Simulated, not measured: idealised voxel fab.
Process module, titled voxel self aligned vias
Each square cell in cross-section cut measures 5 nm, and the section as a whole is 195 nm wide.
Just so we're on the same page, the cross-sections are grids of square cells, and they're listed out in bands top to bottom, each band one or more rows deep. This entry defines a band. It first specifies the height of the band's top and the height of its bottom in nm, and then specifies the band's materials from left to right, stating each material with its width in nm. The word "throughout" identifies a single material that fills the band from edge to edge, while the word "air" identifies empty space. Counting heights begins at 0, where everything beneath is, in the wafer as received, one material. The lowest band has no bottom; it goes on downwards, as "0 -> down" shows. Graded width ("30..40"): value in top row of band = first number; value in bottom row = second number; row-to-row change constant. The designation "remained the same", where it is given for a processing step, indicates that no cell of the cross-section was altered in the course of that step. Any empty space of 8 cells or more lacking an open way to the top shows up in "Enclosed internal voids" as width x height at distance, distance from the left edge, in nm. On a step's line, text after the settings is the simulator commenting on that step. The "overlay nm" setting may appear on a step's line; for a step that uses a mask, it gives how far to the right of its planned position the mask lay, and a negative value indicates the left.

[Steps in the process plan]
1. RECEIVE with material Si
2. CONFORMAL_DEP with material SiO2, thk nm 10
3. CONFORMAL_DEP with material SiCN, thk nm 5
4. DIRECTIONAL_DEP with material lowk, thk nm 25
5. PATTERN with tone open, mask id LINES, material resist, width nm 25, pitch nm 65, thk nm 15, overlay nm 0
6. DIRECTIONAL_ETCH with etch materials lowk, depth nm 25
7. STRIP with etch materials resist
8. CONFORMAL_DEP with material TiN, thk nm 5
9. FILL_DEP with material W, thk nm 5
10. CMP with height nm 40
11. SELECTIVE_ETCH with etch materials W Ru TiN, depth nm 5
12. FILL_DEP with material SiN, thk nm 5
13. CMP with height nm 40
14. DIRECTIONAL_DEP with material lowk, thk nm 20
15. PATTERN with tone open, mask id VIAS, material resist, width nm 35, pitch nm 65, thk nm 15, overlay nm 0
16. DIRECTIONAL_ETCH with etch materials lowk, depth nm 20
17. DIRECTIONAL_ETCH with etch materials SiN, depth nm 5
18. STRIP with etch materials resist
19. CONFORMAL_DEP with material TiN, thk nm 5
20. FILL_DEP with material Ru, thk nm 10
21. CMP with height nm 60
22. CONFORMAL_DEP with material SiCN, thk nm 5

[First of two wafers: run as planned]

[As-received state of the wafer in cross-section, equivalent to post-step 1]
- 0 -> down: Si throughout
- Enclosed internal voids: none

[Cross-section: wafer state after step 2]
- 10 -> 0: SiO2 throughout
- Nothing below the height 0 has changed.

[Cross-section: wafer state after step 3]
- 15 -> 10: SiCN throughout
- Nothing below the height 10 has changed.

[Cross-section: wafer state after step 4]
- 40 -> 15: lowk throughout
- Nothing below the height 15 has changed.

[Cross-section: wafer state after step 5]
- 55 -> 40: 50 of resist, 25 of air, 40 of resist, 25 of air, 55 of resist
- Nothing below the height 40 has changed.

[Cross-section: wafer state after step 6]
- 55 -> 40: 50 of resist, 25 of air, 40 of resist, 25 of air, 55 of resist
- 40 -> 15: 50 of lowk, 25 of air, 40 of lowk, 25 of air, 55 of lowk
- Nothing below the height 15 has changed.

[Cross-section: wafer state after step 7]
- 40 -> 15: 50 of lowk, 25 of air, 40 of lowk, 25 of air, 55 of lowk
- Nothing below the height 15 has changed.

[Cross-section: wafer state after step 8]
- 45 -> 40: 55 of TiN, 15 of air, 50 of TiN, 15 of air, 60 of TiN
- 40 -> 20: 50 of lowk, 5 of TiN, 15 of air, 5 of TiN, 40 of lowk, 5 of TiN, 15 of air, 5 of TiN, 55 of lowk
- 20 -> 15: 50 of lowk, 25 of TiN, 40 of lowk, 25 of TiN, 55 of lowk
- Nothing below the height 15 has changed.

[Cross-section: wafer state after step 9]
- 50 -> 45: W throughout
- 45 -> 40: 55 of TiN, 15 of W, 50 of TiN, 15 of W, 60 of TiN
- 40 -> 20: 50 of lowk, 5 of TiN, 15 of W, 5 of TiN, 40 of lowk, 5 of TiN, 15 of W, 5 of TiN, 55 of lowk
- Nothing below the height 20 has changed.

[Cross-section: wafer state after step 10]
- 40 -> 20: 50 of lowk, 5 of TiN, 15 of W, 5 of TiN, 40 of lowk, 5 of TiN, 15 of W, 5 of TiN, 55 of lowk
- Nothing below the height 20 has changed.

[Cross-section: wafer state after step 11]
- 40 -> 35: 50 of lowk, 25 of air, 40 of lowk, 25 of air, 55 of lowk
- Nothing below the height 35 has changed.

[Cross-section: wafer state after step 12]
- 45 -> 40: SiN throughout
- 40 -> 35: 50 of lowk, 25 of SiN, 40 of lowk, 25 of SiN, 55 of lowk
- Nothing below the height 35 has changed.

[Cross-section: wafer state after step 13]
- 40 -> 35: 50 of lowk, 25 of SiN, 40 of lowk, 25 of SiN, 55 of lowk
- Nothing below the height 35 has changed.

[Cross-section: wafer state after step 14]
- 60 -> 40: lowk throughout
- Nothing below the height 40 has changed.

[Cross-section: wafer state after step 15]
- 75 -> 60: 45 of resist, 35 of air, 30 of resist, 35 of air, 50 of resist
- Nothing below the height 60 has changed.

[Cross-section: wafer state after step 16]
- 75 -> 60: 45 of resist, 35 of air, 30 of resist, 35 of air, 50 of resist
- 60 -> 40: 45 of lowk, 35 of air, 30 of lowk, 35 of air, 50 of lowk
- Nothing below the height 40 has changed.

[Cross-section: wafer state after step 17]
- 75 -> 60: 45 of resist, 35 of air, 30 of resist, 35 of air, 50 of resist
- 60 -> 40: 45 of lowk, 35 of air, 30 of lowk, 35 of air, 50 of lowk
- 40 -> 35: 50 of lowk, 25 of air, 40 of lowk, 25 of air, 55 of lowk
- Nothing below the height 35 has changed.

[Cross-section: wafer state after step 18]
- 60 -> 40: 45 of lowk, 35 of air, 30 of lowk, 35 of air, 50 of lowk
- Nothing below the height 40 has changed.

[Cross-section: wafer state after step 19]
- 65 -> 60: 50 of TiN, 25 of air, 40 of TiN, 25 of air, 55 of TiN
- 60 -> 45: 45 of lowk, 5 of TiN, 25 of air, 5 of TiN, 30 of lowk, 5 of TiN, 25 of air, 5 of TiN, 50 of lowk
- 45 -> 40: 45 of lowk, 10 of TiN, 15 of air, 10 of TiN, 30 of lowk, 10 of TiN, 15 of air, 10 of TiN, 50 of lowk
- 40 -> 35: 50 of lowk, 25 of TiN, 40 of lowk, 25 of TiN, 55 of lowk
- Nothing below the height 35 has changed.

[Cross-section: wafer state after step 20]
- 75 -> 65: Ru throughout
- 65 -> 60: 50 of TiN, 25 of Ru, 40 of TiN, 25 of Ru, 55 of TiN
- 60 -> 45: 45 of lowk, 5 of TiN, 25 of Ru, 5 of TiN, 30 of lowk, 5 of TiN, 25 of Ru, 5 of TiN, 50 of lowk
- 45 -> 40: 45 of lowk, 10 of TiN, 15 of Ru, 10 of TiN, 30 of lowk, 10 of TiN, 15 of Ru, 10 of TiN, 50 of lowk
- Nothing below the height 40 has changed.

[Cross-section: wafer state after step 21]
- 60 -> 45: 45 of lowk, 5 of TiN, 25 of Ru, 5 of TiN, 30 of lowk, 5 of TiN, 25 of Ru, 5 of TiN, 50 of lowk
- Nothing below the height 45 has changed.

[Cross-section: wafer state after step 22]
- 65 -> 60: SiCN throughout
- Nothing below the height 60 has changed.

[Wafer two. Same start, same plan, one slip in execution. Same as wafer one through step 14, inclusive]

[The second wafer in cross-section, at the planned close of step 15]
- 75 -> 60: 45 of air, 35 of resist, 30 of air, 35 of resist, 50 of air
- Nothing below the height 60 has changed.

[The second wafer in cross-section, at the planned close of step 16]
- 75 -> 60: 45 of air, 35 of resist, 30 of air, 35 of resist, 50 of air
- 60 -> 40: 45 of air, 35 of lowk, 30 of air, 35 of lowk, 50 of air
- Nothing below the height 40 has changed.

The second wafer in cross-section, at the planned close of step 17: remained the same

[The second wafer in cross-section, at the planned close of step 18]
- 60 -> 40: 45 of air, 35 of lowk, 30 of air, 35 of lowk, 50 of air
- Nothing below the height 40 has changed.

[The second wafer in cross-section, at the planned close of step 19]
- 65 -> 60: 40 of air, 45 of TiN, 20 of air, 45 of TiN, 45 of air
- 60 -> 45: 40 of air, 5 of TiN, 35 of lowk, 5 of TiN, 20 of air, 5 of TiN, 35 of lowk, 5 of TiN, 45 of air
- 45 -> 40: 45 of TiN, 35 of lowk, 30 of TiN, 35 of lowk, 50 of TiN
- Nothing below the height 40 has changed.

[The second wafer in cross-section, at the planned close of step 20]
- 75 -> 65: Ru throughout
- 65 -> 60: 40 of Ru, 45 of TiN, 20 of Ru, 45 of TiN, 45 of Ru
- 60 -> 45: 40 of Ru, 5 of TiN, 35 of lowk, 5 of TiN, 20 of Ru, 5 of TiN, 35 of lowk, 5 of TiN, 45 of Ru
- Nothing below the height 45 has changed.

[The second wafer in cross-section, at the planned close of step 21]
- 60 -> 45: 40 of Ru, 5 of TiN, 35 of lowk, 5 of TiN, 20 of Ru, 5 of TiN, 35 of lowk, 5 of TiN, 45 of Ru
- Nothing below the height 45 has changed.

[The second wafer in cross-section, at the planned close of step 22]
- 65 -> 60: SiCN throughout
- Nothing below the height 60 has changed.
Processing error: step 15, actual vs plan mismatch, actual run PATTERN with tone cover, mask id VIAS, material resist, width nm 35, pitch nm 65, thk nm 15, overlay nm 0
The closing comparison, in cells, has the second wafer with more or fewer of some materials than the first: Ru +27 | SiN +10 | TiN +7 | lowk -44
